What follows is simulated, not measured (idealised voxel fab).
The process module that follows is named voxel wiring stack.
We display cut, a cross-section 250 nm in width whose square cells are each 5 nm.
When this document writes out a cross-section, it uses a grid of square cells and lists it as bands, beginning at the top and moving down, with a band standing for one or more rows of cells. The entry gives the band's vertical extent as a top height and a bottom height in nm, then its horizontal make-up as materials from left to right, each with a width in nm. "blank" stands for empty space; a single material marked "everywhere" fills the band edge to edge. Where do heights start? At 0: under that level the wafer as delivered is made of one material only. And the lowest band has no floor; it just carries on downward, as in "z 0 and below". The notation "30..40" denotes a width that varies across the rows of cells in the band, beginning at the first number in the top row, finishing at the second number in the bottom row, and changing by an identical amount from each row to the next. Take "no alteration" at face value: in the step it is given for, the cross-section changed in none of its cells. "Voids, enclosed" enumerates empty spaces isolated from the top, with no open way to it, that contain at least 8 cells, giving each as width x height at distance from the left edge, all three in nm. Text after the settings on a step's line: the simulator's own remark on that step. overlay nm: on a step with a mask, how far right of its planned place the mask lay; negative means left.

# So here's the lineup of process steps we planned
1: op RECEIVE | material Si
2: op CONFORMAL_DEP | material SiO2 | thk nm 10
3: op CONFORMAL_DEP | material SiN | thk nm 5
4: op DIRECTIONAL_DEP | material SiO2 | thk nm 20
5: op DIRECTIONAL_DEP | material aC | thk nm 10
6: op PATTERN | tone open | mask id METAL_1 | material resist | width nm 20 | pitch nm 40 | thk nm 25 | overlay nm 0
7: op DIRECTIONAL_ETCH | etch materials aC | depth nm 10
8: op STRIP | etch materials resist
9: op DIRECTIONAL_ETCH | etch materials SiO2 | depth nm 20
10: op DIRECTIONAL_ETCH | etch materials SiN | depth nm 5
11: op STRIP | etch materials aC
12: op CONFORMAL_DEP | material TiN | thk nm 5
13: op FILL_DEP | material Cu | thk nm 5
14: op CMP | height nm 35
15: op CONFORMAL_DEP | material SiCN | thk nm 5
16: op DIRECTIONAL_DEP | material lowk | thk nm 30
17: op MASKED_ETCH | tone open | mask id METAL_2 | width nm 20 | pitch nm 40 | etch materials lowk | depth nm 20 | overlay nm 0
18: op PATTERN | tone open | mask id METAL_2_HOLES | material resist | width nm 15 | pitch nm 40 | thk nm 20 | overlay nm 0
19: op DIRECTIONAL_ETCH | etch materials lowk | depth nm 10
20: op DIRECTIONAL_ETCH | etch materials SiCN | depth nm 5
21: op STRIP | etch materials resist
22: op CONFORMAL_DEP | material TiN | thk nm 5
23: op FILL_DEP | material Cu | thk nm 10
24: op CMP | height nm 70
25: op CONFORMAL_DEP | material SiCN | thk nm 5
26: op DIRECTIONAL_DEP | material lowk | thk nm 10
27: op DIRECTIONAL_DEP | material aC | thk nm 15
28: op PATTERN | tone open | mask id PLUG_2 | material resist | width nm 15 | thk nm 35 | overlay nm 0
29: op DIRECTIONAL_ETCH | etch materials aC | depth nm 15
30: op STRIP | etch materials resist
31: op DIRECTIONAL_ETCH | etch materials lowk | depth nm 10
32: op DIRECTIONAL_ETCH | etch materials SiCN | depth nm 5
33: op STRIP | etch materials aC
34: op EPI | material Ru | thk nm 10
35: op EPI | material Ru | thk nm 5
36: op CONFORMAL_DEP | material SiCN | thk nm 5
37: op DIRECTIONAL_DEP | material lowk | thk nm 20
38: op PATTERN | tone open | mask id METAL_3 | material resist | width nm 20 | pitch nm 40 | thk nm 15 | overlay nm 0
39: op DIRECTIONAL_ETCH | etch materials lowk | depth nm 20
40: op DIRECTIONAL_ETCH | etch materials SiCN | depth nm 5
41: op STRIP | etch materials resist
42: op CONFORMAL_DEP | material TiN | thk nm 5
43: op FILL_DEP | material Cu | thk nm 5
44: op CMP | height nm 110
45: op EPI | material Ru | thk nm 5
46: op FILL_DEP | material SiCN | thk nm 5
47: op DIRECTIONAL_DEP | material SiO2 | thk nm 10
48: op DIRECTIONAL_DEP | material aC | thk nm 10
49: op PATTERN | tone open | mask id PLUG_3 | material resist | width nm 15 | pitch nm 40 | thk nm 30 | overlay nm 0
50: op DIRECTIONAL_ETCH | etch materials aC | depth nm 10
51: op STRIP | etch materials resist
52: op DIRECTIONAL_ETCH | etch materials SiO2 | depth nm 10
53: op DIRECTIONAL_ETCH | etch materials SiCN | depth nm 5
54: op STRIP | etch materials aC
55: op EPI | material Ru | thk nm 10
56: op EPI | material Ru | thk nm 5
57: op CONFORMAL_DEP | material SiN | thk nm 5
58: op DIRECTIONAL_DEP | material SiO2 | thk nm 15
59: op MASKED_ETCH | tone open | mask id METAL_4 | width nm 20 | pitch nm 40 | etch materials SiO2 | depth nm 15 | overlay nm 0
60: op MASKED_ETCH | tone open | mask id METAL_4 | width nm 20 | pitch nm 40 | etch materials SiN | depth nm 5 | overlay nm 0
61: op CONFORMAL_DEP | material TiN | thk nm 5
62: op FILL_DEP | material W | thk nm 10
63: op CMP | height nm 150
64: op EPI | material Ru | thk nm 5
65: op FILL_DEP | material SiCN | thk nm 5

# Run as planned: first of two wafers

# Wafer cross-section on receipt, i.e. after step 1
  z 0 and below | Si everywhere
  Voids, enclosed: none

# You're looking at a cross-section of the wafer after step 2
  z 10 to 0 | SiO2 everywhere
  Beneath the level 0, the cross-section is identical to its previous state.

# You're looking at a cross-section of the wafer after step 3
  z 15 to 10 | SiN everywhere
  Beneath the level 10, the cross-section is identical to its previous state.

# You're looking at a cross-section of the wafer after step 4
  z 35 to 15 | SiO2 everywhere
  Beneath the level 15, the cross-section is identical to its previous state.

# You're looking at a cross-section of the wafer after step 5
  z 45 to 35 | aC everywhere
  Beneath the level 35, the cross-section is identical to its previous state.

# You're looking at a cross-section of the wafer after step 6
  z 70 to 45 | resist=95, blank=20, resist=20, blank=20, resist=95
  Beneath the level 45, the cross-section is identical to its previous state.

# You're looking at a cross-section of the wafer after step 7
  z 60 to 45 | resist=95, blank=20, resist=20, blank=20, resist=95
  z 45 to 35 | aC=95, blank=20, aC=20, blank=20, aC=95
  Beneath the level 35, the cross-section is identical to its previous state.

# You're looking at a cross-section of the wafer after step 8
  z 45 to 35 | aC=95, blank=20, aC=20, blank=20, aC=95
  Beneath the level 35, the cross-section is identical to its previous state.

# You're looking at a cross-section of the wafer after step 9
  z 45 to 35 | aC=95, blank=20, aC=20, blank=20, aC=95
  z 35 to 15 | SiO2=95, blank=20, SiO2=20, blank=20, SiO2=95
  Beneath the level 15, the cross-section is identical to its previous state.

# You're looking at a cross-section of the wafer after step 10
  z 45 to 35 | aC=95, blank=20, aC=20, blank=20, aC=95
  z 35 to 15 | SiO2=95, blank=20, SiO2=20, blank=20, SiO2=95
  z 15 to 10 | SiN=95, blank=20, SiN=20, blank=20, SiN=95
  Beneath the level 10, the cross-section is identical to its previous state.

# You're looking at a cross-section of the wafer after step 11
  z 35 to 15 | SiO2=95, blank=20, SiO2=20, blank=20, SiO2=95
  Beneath the level 15, the cross-section is identical to its previous state.

# You're looking at a cross-section of the wafer after step 12
  z 40 to 35 | TiN=100, blank=10, TiN=30, blank=10, TiN=100
  z 35 to 15 | SiO2=95, TiN=5, blank=10, TiN=5, SiO2=20, TiN=5, blank=10, TiN=5, SiO2=95
  z 15 to 10 | SiN=95, TiN=20, SiN=20, TiN=20, SiN=95
  Beneath the level 10, the cross-section is identical to its previous state.

# You're looking at a cross-section of the wafer after step 13
  z 45 to 40 | Cu everywhere
  z 40 to 35 | TiN=100, Cu=10, TiN=30, Cu=10, TiN=100
  z 35 to 15 | SiO2=95, TiN=5, Cu=10, TiN=5, SiO2=20, TiN=5, Cu=10, TiN=5, SiO2=95
  Beneath the level 15, the cross-section is identical to its previous state.

# You're looking at a cross-section of the wafer after step 14
  z 35 to 15 | SiO2=95, TiN=5, Cu=10, TiN=5, SiO2=20, TiN=5, Cu=10, TiN=5, SiO2=95
  Beneath the level 15, the cross-section is identical to its previous state.

# You're looking at a cross-section of the wafer after step 15
  z 40 to 35 | SiCN everywhere
  Beneath the level 35, the cross-section is identical to its previous state.

# You're looking at a cross-section of the wafer after step 16
  z 70 to 40 | lowk everywhere
  Beneath the level 40, the cross-section is identical to its previous state.

# You're looking at a cross-section of the wafer after step 17
  z 70 to 50 | lowk=95, blank=20, lowk=20, blank=20, lowk=95
  Beneath the level 50, the cross-section is identical to its previous state.

# You're looking at a cross-section of the wafer after step 18
  z 90 to 70 | resist=95, blank=15, resist=25, blank=15, resist=100
  z 70 to 50 | lowk=95, blank=15, resist=5, lowk=20, blank=15, resist=5, lowk=95
  Beneath the level 50, the cross-section is identical to its previous state.

# You're looking at a cross-section of the wafer after step 19
  z 90 to 70 | resist=95, blank=15, resist=25, blank=15, resist=100
  z 70 to 50 | lowk=95, blank=15, resist=5, lowk=20, blank=15, resist=5, lowk=95
  z 50 to 40 | lowk=95, blank=15, lowk=25, blank=15, lowk=100
  Beneath the level 40, the cross-section is identical to its previous state.

# You're looking at a cross-section of the wafer after step 20
  z 90 to 70 | resist=95, blank=15, resist=25, blank=15, resist=100
  z 70 to 50 | lowk=95, blank=15, resist=5, lowk=20, blank=15, resist=5, lowk=95
  z 50 to 40 | lowk=95, blank=15, lowk=25, blank=15, lowk=100
  z 40 to 35 | SiCN=95, blank=15, SiCN=25, blank=15, SiCN=100
  Beneath the level 35, the cross-section is identical to its previous state.

# You're looking at a cross-section of the wafer after step 21
  z 70 to 50 | lowk=95, blank=20, lowk=20, blank=20, lowk=95
  Beneath the level 50, the cross-section is identical to its previous state.

# You're looking at a cross-section of the wafer after step 22
  z 75 to 70 | TiN=100, blank=10, TiN=30, blank=10, TiN=100
  z 70 to 55 | lowk=95, TiN=5, blank=10, TiN=5, lowk=20, TiN=5, blank=10, TiN=5, lowk=95
  z 55 to 50 | lowk=95, TiN=5, blank=5, TiN=10, lowk=20, TiN=5, blank=5, TiN=10, lowk=95
  z 50 to 40 | lowk=95, TiN=5, blank=5, TiN=5, lowk=25, TiN=5, blank=5, TiN=5, lowk=100
  z 40 to 35 | SiCN=95, TiN=15, SiCN=25, TiN=15, SiCN=100
  Beneath the level 35, the cross-section is identical to its previous state.

# You're looking at a cross-section of the wafer after step 23
  z 85 to 75 | Cu everywhere
  z 75 to 70 | TiN=100, Cu=10, TiN=30, Cu=10, TiN=100
  z 70 to 55 | lowk=95, TiN=5, Cu=10, TiN=5, lowk=20, TiN=5, Cu=10, TiN=5, lowk=95
  z 55 to 50 | lowk=95, TiN=5, Cu=5, TiN=10, lowk=20, TiN=5, Cu=5, TiN=10, lowk=95
  z 50 to 40 | lowk=95, TiN=5, Cu=5, TiN=5, lowk=25, TiN=5, Cu=5, TiN=5, lowk=100
  Beneath the level 40, the cross-section is identical to its previous state.

# You're looking at a cross-section of the wafer after step 24
  z 70 to 55 | lowk=95, TiN=5, Cu=10, TiN=5, lowk=20, TiN=5, Cu=10, TiN=5, lowk=95
  Beneath the level 55, the cross-section is identical to its previous state.

# You're looking at a cross-section of the wafer after step 25
  z 75 to 70 | SiCN everywhere
  Beneath the level 70, the cross-section is identical to its previous state.

# You're looking at a cross-section of the wafer after step 26
  z 85 to 75 | lowk everywhere
  Beneath the level 75, the cross-section is identical to its previous state.

# You're looking at a cross-section of the wafer after step 27
  z 100 to 85 | aC everywhere
  Beneath the level 85, the cross-section is identical to its previous state.

# You're looking at a cross-section of the wafer after step 28
  z 135 to 100 | resist=95, blank=15, resist=140
  Beneath the level 100, the cross-section is identical to its previous state.

# You're looking at a cross-section of the wafer after step 29
  z 120 to 100 | resist=95, blank=15, resist=140
  z 100 to 85 | aC=95, blank=15, aC=140
  Beneath the level 85, the cross-section is identical to its previous state.

# You're looking at a cross-section of the wafer after step 30
  z 100 to 85 | aC=95, blank=15, aC=140
  Beneath the level 85, the cross-section is identical to its previous state.

# You're looking at a cross-section of the wafer after step 31
  z 100 to 85 | aC=95, blank=15, aC=140
  z 85 to 75 | lowk=95, blank=15, lowk=140
  Beneath the level 75, the cross-section is identical to its previous state.

# You're looking at a cross-section of the wafer after step 32
  z 100 to 85 | aC=95, blank=15, aC=140
  z 85 to 75 | lowk=95, blank=15, lowk=140
  z 75 to 70 | SiCN=95, blank=15, SiCN=140
  Beneath the level 70, the cross-section is identical to its previous state.

# You're looking at a cross-section of the wafer after step 33
  z 85 to 75 | lowk=95, blank=15, lowk=140
  Beneath the level 75, the cross-section is identical to its previous state.

# You're looking at a cross-section of the wafer after step 34
  z 85 to 80 | lowk=95, blank=15, lowk=140
  z 80 to 75 | lowk=95, Ru=15, lowk=140
  z 75 to 70 | SiCN=95, Ru=15, SiCN=140
  Beneath the level 70, the cross-section is identical to its previous state.

# You're looking at a cross-section of the wafer after step 35
  z 85 to 75 | lowk=95, Ru=15, lowk=140
  Beneath the level 75, the cross-section is identical to its previous state.

# You're looking at a cross-section of the wafer after step 36
  z 90 to 85 | SiCN everywhere
  Beneath the level 85, the cross-section is identical to its previous state.

# You're looking at a cross-section of the wafer after step 37
  z 110 to 90 | lowk everywhere
  Beneath the level 90, the cross-section is identical to its previous state.

# You're looking at a cross-section of the wafer after step 38
  z 125 to 110 | resist=95, blank=20, resist=20, blank=20, resist=95
  Beneath the level 110, the cross-section is identical to its previous state.

# You're looking at a cross-section of the wafer after step 39
  z 125 to 110 | resist=95, blank=20, resist=20, blank=20, resist=95
  z 110 to 90 | lowk=95, blank=20, lowk=20, blank=20, lowk=95
  Beneath the level 90, the cross-section is identical to its previous state.

# You're looking at a cross-section of the wafer after step 40
  z 125 to 110 | resist=95, blank=20, resist=20, blank=20, resist=95
  z 110 to 90 | lowk=95, blank=20, lowk=20, blank=20, lowk=95
  z 90 to 85 | SiCN=95, blank=20, SiCN=20, blank=20, SiCN=95
  Beneath the level 85, the cross-section is identical to its previous state.

# You're looking at a cross-section of the wafer after step 41
  z 110 to 90 | lowk=95, blank=20, lowk=20, blank=20, lowk=95
  Beneath the level 90, the cross-section is identical to its previous state.

# You're looking at a cross-section of the wafer after step 42
  z 115 to 110 | TiN=100, blank=10, TiN=30, blank=10, TiN=100
  z 110 to 90 | lowk=95, TiN=5, blank=10, TiN=5, lowk=20, TiN=5, blank=10, TiN=5, lowk=95
  z 90 to 85 | SiCN=95, TiN=20, SiCN=20, TiN=20, SiCN=95
  Beneath the level 85, the cross-section is identical to its previous state.

# You're looking at a cross-section of the wafer after step 43
  z 120 to 115 | Cu everywhere
  z 115 to 110 | TiN=100, Cu=10, TiN=30, Cu=10, TiN=100
  z 110 to 90 | lowk=95, TiN=5, Cu=10, TiN=5, lowk=20, TiN=5, Cu=10, TiN=5, lowk=95
  Beneath the level 90, the cross-section is identical to its previous state.

# You're looking at a cross-section of the wafer after step 44
  z 110 to 90 | lowk=95, TiN=5, Cu=10, TiN=5, lowk=20, TiN=5, Cu=10, TiN=5, lowk=95
  Beneath the level 90, the cross-section is identical to its previous state.

# You're looking at a cross-section of the wafer after step 45
  z 115 to 110 | blank=90, Ru=30, blank=10, Ru=30, blank=90
  Beneath the level 110, the cross-section is identical to its previous state.

# You're looking at a cross-section of the wafer after step 46
  z 120 to 115 | SiCN everywhere
  z 115 to 110 | SiCN=90, Ru=30, SiCN=10, Ru=30, SiCN=90
  Beneath the level 110, the cross-section is identical to its previous state.

# You're looking at a cross-section of the wafer after step 47
  z 130 to 120 | SiO2 everywhere
  Beneath the level 120, the cross-section is identical to its previous state.

# You're looking at a cross-section of the wafer after step 48
  z 140 to 130 | aC everywhere
  Beneath the level 130, the cross-section is identical to its previous state.

# You're looking at a cross-section of the wafer after step 49
  z 170 to 140 | resist=95, blank=15, resist=25, blank=15, resist=100
  Beneath the level 140, the cross-section is identical to its previous state.

# You're looking at a cross-section of the wafer after step 50
  z 160 to 140 | resist=95, blank=15, resist=25, blank=15, resist=100
  z 140 to 130 | aC=95, blank=15, aC=25, blank=15, aC=100
  Beneath the level 130, the cross-section is identical to its previous state.

# You're looking at a cross-section of the wafer after step 51
  z 140 to 130 | aC=95, blank=15, aC=25, blank=15, aC=100
  Beneath the level 130, the cross-section is identical to its previous state.

# You're looking at a cross-section of the wafer after step 52
  z 140 to 130 | aC=95, blank=15, aC=25, blank=15, aC=100
  z 130 to 120 | SiO2=95, blank=15, SiO2=25, blank=15, SiO2=100
  Beneath the level 120, the cross-section is identical to its previous state.

# You're looking at a cross-section of the wafer after step 53
  z 140 to 130 | aC=95, blank=15, aC=25, blank=15, aC=100
  z 130 to 120 | SiO2=95, blank=15, SiO2=25, blank=15, SiO2=100
  z 120 to 115 | SiCN=95, blank=15, SiCN=25, blank=15, SiCN=100
  Beneath the level 115, the cross-section is identical to its previous state.

# You're looking at a cross-section of the wafer after step 54
  z 130 to 120 | SiO2=95, blank=15, SiO2=25, blank=15, SiO2=100
  Beneath the level 120, the cross-section is identical to its previous state.

# You're looking at a cross-section of the wafer after step 55
  z 130 to 125 | SiO2=95, blank=15, SiO2=25, blank=15, SiO2=100
  z 125 to 120 | SiO2=95, Ru=15, SiO2=25, Ru=15, SiO2=100
  z 120 to 110 | SiCN=95..90, Ru=15..30, SiCN=25..10, Ru=15..30, SiCN=100..90
  Beneath the level 110, the cross-section is identical to its previous state.

# You're looking at a cross-section of the wafer after step 56
  z 130 to 120 | SiO2=95, Ru=15, SiO2=25, Ru=15, SiO2=100
  Beneath the level 120, the cross-section is identical to its previous state.

# You're looking at a cross-section of the wafer after step 57
  z 135 to 130 | SiN everywhere
  Beneath the level 130, the cross-section is identical to its previous state.

# You're looking at a cross-section of the wafer after step 58
  z 150 to 135 | SiO2 everywhere
  Beneath the level 135, the cross-section is identical to its previous state.

# You're looking at a cross-section of the wafer after step 59
  z 150 to 135 | SiO2=95, blank=20, SiO2=20, blank=20, SiO2=95
  Beneath the level 135, the cross-section is identical to its previous state.

# You're looking at a cross-section of the wafer after step 60
  z 150 to 135 | SiO2=95, blank=20, SiO2=20, blank=20, SiO2=95
  z 135 to 130 | SiN=95, blank=20, SiN=20, blank=20, SiN=95
  Beneath the level 130, the cross-section is identical to its previous state.

# You're looking at a cross-section of the wafer after step 61
  z 155 to 150 | TiN=100, blank=10, TiN=30, blank=10, TiN=100
  z 150 to 135 | SiO2=95, TiN=5, blank=10, TiN=5, SiO2=20, TiN=5, blank=10, TiN=5, SiO2=95
  z 135 to 130 | SiN=95, TiN=20, SiN=20, TiN=20, SiN=95
  Beneath the level 130, the cross-section is identical to its previous state.

# You're looking at a cross-section of the wafer after step 62
  z 165 to 155 | W everywhere
  z 155 to 150 | TiN=100, W=10, TiN=30, W=10, TiN=100
  z 150 to 135 | SiO2=95, TiN=5, W=10, TiN=5, SiO2=20, TiN=5, W=10, TiN=5, SiO2=95
  Beneath the level 135, the cross-section is identical to its previous state.

# You're looking at a cross-section of the wafer after step 63
  z 150 to 135 | SiO2=95, TiN=5, W=10, TiN=5, SiO2=20, TiN=5, W=10, TiN=5, SiO2=95
  Beneath the level 135, the cross-section is identical to its previous state.

# You're looking at a cross-section of the wafer after step 64
  z 155 to 150 | blank=90, Ru=30, blank=10, Ru=30, blank=90
  Beneath the level 150, the cross-section is identical to its previous state.

# You're looking at a cross-section of the wafer after step 65
  z 160 to 155 | SiCN everywhere
  z 155 to 150 | SiCN=90, Ru=30, SiCN=10, Ru=30, SiCN=90
  Beneath the level 150, the cross-section is identical to its previous state.

# Second Wafer (Identical Start and Plan, One Processing Error; Matches First Wafer Through Step 16)

# Second wafer, sectioned view, at step 17's planned end time
  z 70 to 50 | blank=95, lowk=20, blank=20, lowk=20, blank=95
  Beneath the level 50, the cross-section is identical to its previous state.

# Second wafer, sectioned view, at step 18's planned end time
  z 90 to 70 | resist=95, blank=15, resist=25, blank=15, resist=100
  z 70 to 50 | resist=95, lowk=20, resist=20, lowk=20, resist=95
  Beneath the level 50, the cross-section is identical to its previous state.

# Second wafer, sectioned view, at step 19's planned end time
  z 90 to 70 | resist=95, blank=15, resist=25, blank=15, resist=100
  z 70 to 60 | resist=95, blank=15, lowk=5, resist=20, blank=15, lowk=5, resist=95
  Beneath the level 60, the cross-section is identical to its previous state.

Second wafer, sectioned view, at step 20's planned end time: no alteration

# Second wafer, sectioned view, at step 21's planned end time
  z 70 to 60 | blank=110, lowk=5, blank=35, lowk=5, blank=95
  z 60 to 50 | blank=95, lowk=20, blank=20, lowk=20, blank=95
  Beneath the level 50, the cross-section is identical to its previous state.

# Second wafer, sectioned view, at step 22's planned end time
  z 75 to 70 | blank=105, TiN=15, blank=25, TiN=15, blank=90
  z 70 to 60 | blank=105..90, TiN=5..20, lowk=5, TiN=5, blank=25..10, TiN=5..20, lowk=5, TiN=5, blank=90
  z 60 to 55 | blank=90, TiN=5, lowk=20, TiN=5, blank=10, TiN=5, lowk=20, TiN=5, blank=90
  z 55 to 50 | TiN=95, lowk=20, TiN=20, lowk=20, TiN=95
  Beneath the level 50, the cross-section is identical to its previous state.

# Second wafer, sectioned view, at step 23's planned end time
  z 85 to 75 | Cu everywhere
  z 75 to 70 | Cu=105, TiN=15, Cu=25, TiN=15, Cu=90
  z 70 to 60 | Cu=105..90, TiN=5..20, lowk=5, TiN=5, Cu=25..10, TiN=5..20, lowk=5, TiN=5, Cu=90
  z 60 to 55 | Cu=90, TiN=5, lowk=20, TiN=5, Cu=10, TiN=5, lowk=20, TiN=5, Cu=90
  Beneath the level 55, the cross-section is identical to its previous state.

# Second wafer, sectioned view, at step 24's planned end time
  z 70 to 60 | Cu=105..90, TiN=5..20, lowk=5, TiN=5, Cu=25..10, TiN=5..20, lowk=5, TiN=5, Cu=90
  Beneath the level 60, the cross-section is identical to its previous state.

# Second wafer, sectioned view, at step 25's planned end time
  z 75 to 70 | SiCN everywhere
  Beneath the level 70, the cross-section is identical to its previous state.

# Second wafer, sectioned view, at step 26's planned end time
  z 85 to 75 | lowk everywhere
  Beneath the level 75, the cross-section is identical to its previous state.

# Second wafer, sectioned view, at step 27's planned end time
  z 100 to 85 | aC everywhere
  Beneath the level 85, the cross-section is identical to its previous state.

# Second wafer, sectioned view, at step 28's planned end time
  z 135 to 100 | resist=95, blank=15, resist=140
  Beneath the level 100, the cross-section is identical to its previous state.

# Second wafer, sectioned view, at step 29's planned end time
  z 120 to 100 | resist=95, blank=15, resist=140
  z 100 to 85 | aC=95, blank=15, aC=140
  Beneath the level 85, the cross-section is identical to its previous state.

# Second wafer, sectioned view, at step 30's planned end time
  z 100 to 85 | aC=95, blank=15, aC=140
  Beneath the level 85, the cross-section is identical to its previous state.

# Second wafer, sectioned view, at step 31's planned end time
  z 100 to 85 | aC=95, blank=15, aC=140
  z 85 to 75 | lowk=95, blank=15, lowk=140
  Beneath the level 75, the cross-section is identical to its previous state.

# Second wafer, sectioned view, at step 32's planned end time
  z 100 to 85 | aC=95, blank=15, aC=140
  z 85 to 75 | lowk=95, blank=15, lowk=140
  z 75 to 70 | SiCN=95, blank=15, SiCN=140
  Beneath the level 70, the cross-section is identical to its previous state.

# Second wafer, sectioned view, at step 33's planned end time
  z 85 to 75 | lowk=95, blank=15, lowk=140
  Beneath the level 75, the cross-section is identical to its previous state.

# Second wafer, sectioned view, at step 34's planned end time
  z 85 to 80 | lowk=95, blank=15, lowk=140
  z 80 to 75 | lowk=95, Ru=15, lowk=140
  z 75 to 70 | SiCN=95, Ru=15, SiCN=140
  Beneath the level 70, the cross-section is identical to its previous state.

# Second wafer, sectioned view, at step 35's planned end time
  z 85 to 75 | lowk=95, Ru=15, lowk=140
  Beneath the level 75, the cross-section is identical to its previous state.

# Second wafer, sectioned view, at step 36's planned end time
  z 90 to 85 | SiCN everywhere
  Beneath the level 85, the cross-section is identical to its previous state.

# Second wafer, sectioned view, at step 37's planned end time
  z 110 to 90 | lowk everywhere
  Beneath the level 90, the cross-section is identical to its previous state.

# Second wafer, sectioned view, at step 38's planned end time
  z 125 to 110 | resist=95, blank=20, resist=20, blank=20, resist=95
  Beneath the level 110, the cross-section is identical to its previous state.

# Second wafer, sectioned view, at step 39's planned end time
  z 125 to 110 | resist=95, blank=20, resist=20, blank=20, resist=95
  z 110 to 90 | lowk=95, blank=20, lowk=20, blank=20, lowk=95
  Beneath the level 90, the cross-section is identical to its previous state.

# Second wafer, sectioned view, at step 40's planned end time
  z 125 to 110 | resist=95, blank=20, resist=20, blank=20, resist=95
  z 110 to 90 | lowk=95, blank=20, lowk=20, blank=20, lowk=95
  z 90 to 85 | SiCN=95, blank=20, SiCN=20, blank=20, SiCN=95
  Beneath the level 85, the cross-section is identical to its previous state.

# Second wafer, sectioned view, at step 41's planned end time
  z 110 to 90 | lowk=95, blank=20, lowk=20, blank=20, lowk=95
  Beneath the level 90, the cross-section is identical to its previous state.

# Second wafer, sectioned view, at step 42's planned end time
  z 115 to 110 | TiN=100, blank=10, TiN=30, blank=10, TiN=100
  z 110 to 90 | lowk=95, TiN=5, blank=10, TiN=5, lowk=20, TiN=5, blank=10, TiN=5, lowk=95
  z 90 to 85 | SiCN=95, TiN=20, SiCN=20, TiN=20, SiCN=95
  Beneath the level 85, the cross-section is identical to its previous state.

# Second wafer, sectioned view, at step 43's planned end time
  z 120 to 115 | Cu everywhere
  z 115 to 110 | TiN=100, Cu=10, TiN=30, Cu=10, TiN=100
  z 110 to 90 | lowk=95, TiN=5, Cu=10, TiN=5, lowk=20, TiN=5, Cu=10, TiN=5, lowk=95
  Beneath the level 90, the cross-section is identical to its previous state.

# Second wafer, sectioned view, at step 44's planned end time
  z 110 to 90 | lowk=95, TiN=5, Cu=10, TiN=5, lowk=20, TiN=5, Cu=10, TiN=5, lowk=95
  Beneath the level 90, the cross-section is identical to its previous state.

# Second wafer, sectioned view, at step 45's planned end time
  z 115 to 110 | blank=90, Ru=30, blank=10, Ru=30, blank=90
  Beneath the level 110, the cross-section is identical to its previous state.

# Second wafer, sectioned view, at step 46's planned end time
  z 120 to 115 | SiCN everywhere
  z 115 to 110 | SiCN=90, Ru=30, SiCN=10, Ru=30, SiCN=90
  Beneath the level 110, the cross-section is identical to its previous state.

# Second wafer, sectioned view, at step 47's planned end time
  z 130 to 120 | SiO2 everywhere
  Beneath the level 120, the cross-section is identical to its previous state.

# Second wafer, sectioned view, at step 48's planned end time
  z 140 to 130 | aC everywhere
  Beneath the level 130, the cross-section is identical to its previous state.

# Second wafer, sectioned view, at step 49's planned end time
  z 170 to 140 | resist=95, blank=15, resist=25, blank=15, resist=100
  Beneath the level 140, the cross-section is identical to its previous state.

# Second wafer, sectioned view, at step 50's planned end time
  z 160 to 140 | resist=95, blank=15, resist=25, blank=15, resist=100
  z 140 to 130 | aC=95, blank=15, aC=25, blank=15, aC=100
  Beneath the level 130, the cross-section is identical to its previous state.

# Second wafer, sectioned view, at step 51's planned end time
  z 140 to 130 | aC=95, blank=15, aC=25, blank=15, aC=100
  Beneath the level 130, the cross-section is identical to its previous state.

# Second wafer, sectioned view, at step 52's planned end time
  z 140 to 130 | aC=95, blank=15, aC=25, blank=15, aC=100
  z 130 to 120 | SiO2=95, blank=15, SiO2=25, blank=15, SiO2=100
  Beneath the level 120, the cross-section is identical to its previous state.

# Second wafer, sectioned view, at step 53's planned end time
  z 140 to 130 | aC=95, blank=15, aC=25, blank=15, aC=100
  z 130 to 120 | SiO2=95, blank=15, SiO2=25, blank=15, SiO2=100
  z 120 to 115 | SiCN=95, blank=15, SiCN=25, blank=15, SiCN=100
  Beneath the level 115, the cross-section is identical to its previous state.

# Second wafer, sectioned view, at step 54's planned end time
  z 130 to 120 | SiO2=95, blank=15, SiO2=25, blank=15, SiO2=100
  Beneath the level 120, the cross-section is identical to its previous state.

# Second wafer, sectioned view, at step 55's planned end time
  z 130 to 125 | SiO2=95, blank=15, SiO2=25, blank=15, SiO2=100
  z 125 to 120 | SiO2=95, Ru=15, SiO2=25, Ru=15, SiO2=100
  z 120 to 110 | SiCN=95..90, Ru=15..30, SiCN=25..10, Ru=15..30, SiCN=100..90
  Beneath the level 110, the cross-section is identical to its previous state.

# Second wafer, sectioned view, at step 56's planned end time
  z 130 to 120 | SiO2=95, Ru=15, SiO2=25, Ru=15, SiO2=100
  Beneath the level 120, the cross-section is identical to its previous state.

# Second wafer, sectioned view, at step 57's planned end time
  z 135 to 130 | SiN everywhere
  Beneath the level 130, the cross-section is identical to its previous state.

# Second wafer, sectioned view, at step 58's planned end time
  z 150 to 135 | SiO2 everywhere
  Beneath the level 135, the cross-section is identical to its previous state.

# Second wafer, sectioned view, at step 59's planned end time
  z 150 to 135 | SiO2=95, blank=20, SiO2=20, blank=20, SiO2=95
  Beneath the level 135, the cross-section is identical to its previous state.

# Second wafer, sectioned view, at step 60's planned end time
  z 150 to 135 | SiO2=95, blank=20, SiO2=20, blank=20, SiO2=95
  z 135 to 130 | SiN=95, blank=20, SiN=20, blank=20, SiN=95
  Beneath the level 130, the cross-section is identical to its previous state.

# Second wafer, sectioned view, at step 61's planned end time
  z 155 to 150 | TiN=100, blank=10, TiN=30, blank=10, TiN=100
  z 150 to 135 | SiO2=95, TiN=5, blank=10, TiN=5, SiO2=20, TiN=5, blank=10, TiN=5, SiO2=95
  z 135 to 130 | SiN=95, TiN=20, SiN=20, TiN=20, SiN=95
  Beneath the level 130, the cross-section is identical to its previous state.

# Second wafer, sectioned view, at step 62's planned end time
  z 165 to 155 | W everywhere
  z 155 to 150 | TiN=100, W=10, TiN=30, W=10, TiN=100
  z 150 to 135 | SiO2=95, TiN=5, W=10, TiN=5, SiO2=20, TiN=5, W=10, TiN=5, SiO2=95
  Beneath the level 135, the cross-section is identical to its previous state.

# Second wafer, sectioned view, at step 63's planned end time
  z 150 to 135 | SiO2=95, TiN=5, W=10, TiN=5, SiO2=20, TiN=5, W=10, TiN=5, SiO2=95
  Beneath the level 135, the cross-section is identical to its previous state.

# Second wafer, sectioned view, at step 64's planned end time
  z 155 to 150 | blank=90, Ru=30, blank=10, Ru=30, blank=90
  Beneath the level 150, the cross-section is identical to its previous state.

# Second wafer, sectioned view, at step 65's planned end time
  z 160 to 155 | SiCN everywhere
  z 155 to 150 | SiCN=90, Ru=30, SiCN=10, Ru=30, SiCN=90
  Beneath the level 150, the cross-section is identical to its previous state.
Run error: step 17 did not happen as planned, as run it was op MASKED_ETCH | tone cover | mask id METAL_2 | width nm 20 | pitch nm 40 | etch materials lowk | depth nm 20 | overlay nm 0
at the end the second wafer has, in cells: 102 more of Cu, 6 more of SiCN, 28 more of TiN, 136 fewer of lowk
